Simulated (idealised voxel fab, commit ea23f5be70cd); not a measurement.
The document below concerns the process module designated voxel self aligned vias.
175 nm wide, 5 nm square cells: that's cross-section cut.
When this document writes out a cross-section, it uses a grid of square cells and lists it as bands, beginning at the top and moving down, with a band standing for one or more rows of cells. Read a band's entry like this: the first values are the height of its top and the height of its bottom in nm, and what follows is the sequence of materials from left to right, each with its width in nm. Note that "air" is empty space, and that a single material marked "full width" reaches across the band from edge to edge. Heights are reckoned from 0. Under this level, the received wafer is all of one material. The bottommost band is open-ended downward, for example "0 nm and below". The notation "30->40" denotes a width that varies across the rows of cells in the band, beginning at the first number in the top row, finishing at the second number in the bottom row, and changing by an identical amount from each row to the next. Any step labelled "no modifications" changed none of the cells in the cross-section. In "Closed cavities" the enclosed voids are listed, meaning empty spaces of 8 cells or larger without any opening to the top. The form is width x height at distance, distance from the left edge, units nm. Text after the settings on a step's line: the simulator's own remark on that step. A step's line can hold "overlay nm"; with a mask on that step, the setting says how far right of the planned place the mask lay, while a negative setting says it lay to the left.
-- So here's the lineup of process steps we planned
step 1: op RECEIVE | material Si
step 2: op CONFORMAL_DEP | material SiO2 | thk nm 15
step 3: op CONFORMAL_DEP | material SiCN | thk nm 5
step 4: op DIRECTIONAL_DEP | material lowk | thk nm 25
step 5: op DIRECTIONAL_DEP | material aC | thk nm 15
step 6: op PATTERN | tone open | mask id LINES | material resist | width nm 25 | pitch nm 65 | thk nm 35 | overlay nm 0
step 7: op DIRECTIONAL_ETCH | etch materials aC | depth nm 15
step 8: op STRIP | etch materials resist
step 9: op DIRECTIONAL_ETCH | etch materials lowk | depth nm 25
step 10: op STRIP | etch materials aC
step 11: op CONFORMAL_DEP | material TiN | thk nm 5
step 12: op FILL_DEP | material W | thk nm 10
step 13: op CMP | height nm 45
step 14: op SELECTIVE_ETCH | etch materials W Ru TiN | depth nm 5
step 15: op FILL_DEP | material SiN | thk nm 5
step 16: op CMP | height nm 45
step 17: op DIRECTIONAL_DEP | material lowk | thk nm 15
step 18: op MASKED_ETCH | tone open | mask id VIAS | width nm 35 | etch materials lowk | depth nm 15 | overlay nm 0
step 19: op MASKED_ETCH | tone open | mask id VIAS | width nm 35 | etch materials SiN | depth nm 5 | overlay nm 0
step 20: op CONFORMAL_DEP | material TiN | thk nm 5
step 21: op FILL_DEP | material Cu | thk nm 5
step 22: op CMP | height nm 60
step 23: op CONFORMAL_DEP | material SiN | thk nm 5
-- The following pertains to the first of two wafers, which was processed as planned
-- Cross-sectional view of the wafer in its as-received condition, corresponding to the state after step 1
> 0 nm and below  Si full width
> Closed cavities: none
-- The wafer, seen in cross-section, after step 2
> 15 nm to 0 nm  SiO2 full width
> below 0: unchanged
-- The wafer, seen in cross-section, after step 3
> 20 nm to 15 nm  SiCN full width
> below 15: unchanged
-- The wafer, seen in cross-section, after step 4
> 45 nm to 20 nm  lowk full width
> below 20: unchanged
-- The wafer, seen in cross-section, after step 5
> 60 nm to 45 nm  aC full width
> below 45: unchanged
-- The wafer, seen in cross-section, after step 6
> 95 nm to 60 nm  resist 40, air 25, resist 40, air 25, resist 45
> below 60: unchanged
-- The wafer, seen in cross-section, after step 7
> 80 nm to 60 nm  resist 40, air 25, resist 40, air 25, resist 45
> 60 nm to 45 nm  aC 40, air 25, aC 40, air 25, aC 45
> below 45: unchanged
-- The wafer, seen in cross-section, after step 8
> 60 nm to 45 nm  aC 40, air 25, aC 40, air 25, aC 45
> below 45: unchanged
-- The wafer, seen in cross-section, after step 9
> 60 nm to 45 nm  aC 40, air 25, aC 40, air 25, aC 45
> 45 nm to 20 nm  lowk 40, air 25, lowk 40, air 25, lowk 45
> below 20: unchanged
-- The wafer, seen in cross-section, after step 10
> 45 nm to 20 nm  lowk 40, air 25, lowk 40, air 25, lowk 45
> below 20: unchanged
-- The wafer, seen in cross-section, after step 11
> 50 nm to 45 nm  TiN 45, air 15, TiN 50, air 15, TiN 50
> 45 nm to 25 nm  lowk 40, TiN 5, air 15, TiN 5, lowk 40, TiN 5, air 15, TiN 5, lowk 45
> 25 nm to 20 nm  lowk 40, TiN 25, lowk 40, TiN 25, lowk 45
> below 20: unchanged
-- The wafer, seen in cross-section, after step 12
> 60 nm to 50 nm  W full width
> 50 nm to 45 nm  TiN 45, W 15, TiN 50, W 15, TiN 50
> 45 nm to 25 nm  lowk 40, TiN 5, W 15, TiN 5, lowk 40, TiN 5, W 15, TiN 5, lowk 45
> below 25: unchanged
-- The wafer, seen in cross-section, after step 13
> 45 nm to 25 nm  lowk 40, TiN 5, W 15, TiN 5, lowk 40, TiN 5, W 15, TiN 5, lowk 45
> below 25: unchanged
-- The wafer, seen in cross-section, after step 14
> 45 nm to 40 nm  lowk 40, air 25, lowk 40, air 25, lowk 45
> below 40: unchanged
-- The wafer, seen in cross-section, after step 15
> 50 nm to 45 nm  SiN full width
> 45 nm to 40 nm  lowk 40, SiN 25, lowk 40, SiN 25, lowk 45
> below 40: unchanged
-- The wafer, seen in cross-section, after step 16
> 45 nm to 40 nm  lowk 40, SiN 25, lowk 40, SiN 25, lowk 45
> below 40: unchanged
-- The wafer, seen in cross-section, after step 17
> 60 nm to 45 nm  lowk full width
> below 45: unchanged
-- The wafer, seen in cross-section, after step 18
> 60 nm to 45 nm  lowk 35, air 35, lowk 105
> below 45: unchanged
-- The wafer, seen in cross-section, after step 19
> 60 nm to 45 nm  lowk 35, air 35, lowk 105
> 45 nm to 40 nm  lowk 40, air 25, lowk 40, SiN 25, lowk 45
> below 40: unchanged
-- The wafer, seen in cross-section, after step 20
> 65 nm to 60 nm  TiN 40, air 25, TiN 110
> 60 nm to 50 nm  lowk 35, TiN 5, air 25, TiN 5, lowk 105
> 50 nm to 45 nm  lowk 35, TiN 10, air 15, TiN 10, lowk 105
> 45 nm to 40 nm  lowk 40, TiN 25, lowk 40, SiN 25, lowk 45
> below 40: unchanged
-- The wafer, seen in cross-section, after step 21
> 70 nm to 65 nm  Cu full width
> 65 nm to 60 nm  TiN 40, Cu 25, TiN 110
> 60 nm to 50 nm  lowk 35, TiN 5, Cu 25, TiN 5, lowk 105
> 50 nm to 45 nm  lowk 35, TiN 10, Cu 15, TiN 10, lowk 105
> below 45: unchanged
-- The wafer, seen in cross-section, after step 22
> 60 nm to 50 nm  lowk 35, TiN 5, Cu 25, TiN 5, lowk 105
> below 50: unchanged
-- The wafer, seen in cross-section, after step 23
> 65 nm to 60 nm  SiN full width
> below 60: unchanged
-- Wafer two. Identical start, identical plan. One mistake in execution. Identical history through step 1
-- Second wafer, cut view, end of step 2 per plan
> 30 nm to 0 nm  SiO2 full width
> below 0: unchanged
-- Second wafer, cut view, end of step 3 per plan
> 35 nm to 30 nm  SiCN full width
> below 30: unchanged
-- Second wafer, cut view, end of step 4 per plan
> 60 nm to 35 nm  lowk full width
> below 35: unchanged
-- Second wafer, cut view, end of step 5 per plan
> 75 nm to 60 nm  aC full width
> below 60: unchanged
-- Second wafer, cut view, end of step 6 per plan
> 110 nm to 75 nm  resist 40, air 25, resist 40, air 25, resist 45
> below 75: unchanged
-- Second wafer, cut view, end of step 7 per plan
> 95 nm to 75 nm  resist 40, air 25, resist 40, air 25, resist 45
> 75 nm to 60 nm  aC 40, air 25, aC 40, air 25, aC 45
> below 60: unchanged
-- Second wafer, cut view, end of step 8 per plan
> 75 nm to 60 nm  aC 40, air 25, aC 40, air 25, aC 45
> below 60: unchanged
-- Second wafer, cut view, end of step 9 per plan
> 75 nm to 60 nm  aC 40, air 25, aC 40, air 25, aC 45
> 60 nm to 35 nm  lowk 40, air 25, lowk 40, air 25, lowk 45
> below 35: unchanged
-- Second wafer, cut view, end of step 10 per plan
> 60 nm to 35 nm  lowk 40, air 25, lowk 40, air 25, lowk 45
> below 35: unchanged
-- Second wafer, cut view, end of step 11 per plan
> 65 nm to 60 nm  TiN 45, air 15, TiN 50, air 15, TiN 50
> 60 nm to 40 nm  lowk 40, TiN 5, air 15, TiN 5, lowk 40, TiN 5, air 15, TiN 5, lowk 45
> 40 nm to 35 nm  lowk 40, TiN 25, lowk 40, TiN 25, lowk 45
> below 35: unchanged
-- Second wafer, cut view, end of step 12 per plan
> 75 nm to 65 nm  W full width
> 65 nm to 60 nm  TiN 45, W 15, TiN 50, W 15, TiN 50
> 60 nm to 40 nm  lowk 40, TiN 5, W 15, TiN 5, lowk 40, TiN 5, W 15, TiN 5, lowk 45
> below 40: unchanged
-- Second wafer, cut view, end of step 13 per plan
> 45 nm to 40 nm  lowk 40, TiN 5, W 15, TiN 5, lowk 40, TiN 5, W 15, TiN 5, lowk 45
> below 40: unchanged
-- Second wafer, cut view, end of step 14 per plan
> 45 nm to 40 nm  lowk 40, air 25, lowk 40, air 25, lowk 45
> below 40: unchanged
-- Second wafer, cut view, end of step 15 per plan
> 50 nm to 45 nm  SiN full width
> 45 nm to 40 nm  lowk 40, SiN 25, lowk 40, SiN 25, lowk 45
> below 40: unchanged
-- Second wafer, cut view, end of step 16 per plan
> 45 nm to 40 nm  lowk 40, SiN 25, lowk 40, SiN 25, lowk 45
> below 40: unchanged
-- Second wafer, cut view, end of step 17 per plan
> 60 nm to 45 nm  lowk full width
> below 45: unchanged
-- Second wafer, cut view, end of step 18 per plan
> 60 nm to 45 nm  lowk 35, air 35, lowk 105
> below 45: unchanged
-- Second wafer, cut view, end of step 19 per plan
> 60 nm to 45 nm  lowk 35, air 35, lowk 105
> 45 nm to 40 nm  lowk 40, air 25, lowk 40, SiN 25, lowk 45
> below 40: unchanged
-- Second wafer, cut view, end of step 20 per plan
> 65 nm to 60 nm  TiN 40, air 25, TiN 110
> 60 nm to 50 nm  lowk 35, TiN 5, air 25, TiN 5, lowk 105
> 50 nm to 45 nm  lowk 35, TiN 10, air 15, TiN 10, lowk 105
> 45 nm to 40 nm  lowk 40, TiN 25, lowk 40, SiN 25, lowk 45
> below 40: unchanged
-- Second wafer, cut view, end of step 21 per plan
> 70 nm to 65 nm  Cu full width
> 65 nm to 60 nm  TiN 40, Cu 25, TiN 110
> 60 nm to 50 nm  lowk 35, TiN 5, Cu 25, TiN 5, lowk 105
> 50 nm to 45 nm  lowk 35, TiN 10, Cu 15, TiN 10, lowk 105
> below 45: unchanged
-- Second wafer, cut view, end of step 22 per plan
> 60 nm to 50 nm  lowk 35, TiN 5, Cu 25, TiN 5, lowk 105
> below 50: unchanged
-- Second wafer, cut view, end of step 23 per plan
> 65 nm to 60 nm  SiN full width
> below 60: unchanged
So what did we get wrong on this run? the plan's step 2 ran twice
Heads up, by the end the second wafer has more or fewer cells of some materials compared to the first: 105 more of SiO2, 12 fewer of TiN, 18 fewer of W, 75 fewer of lowk
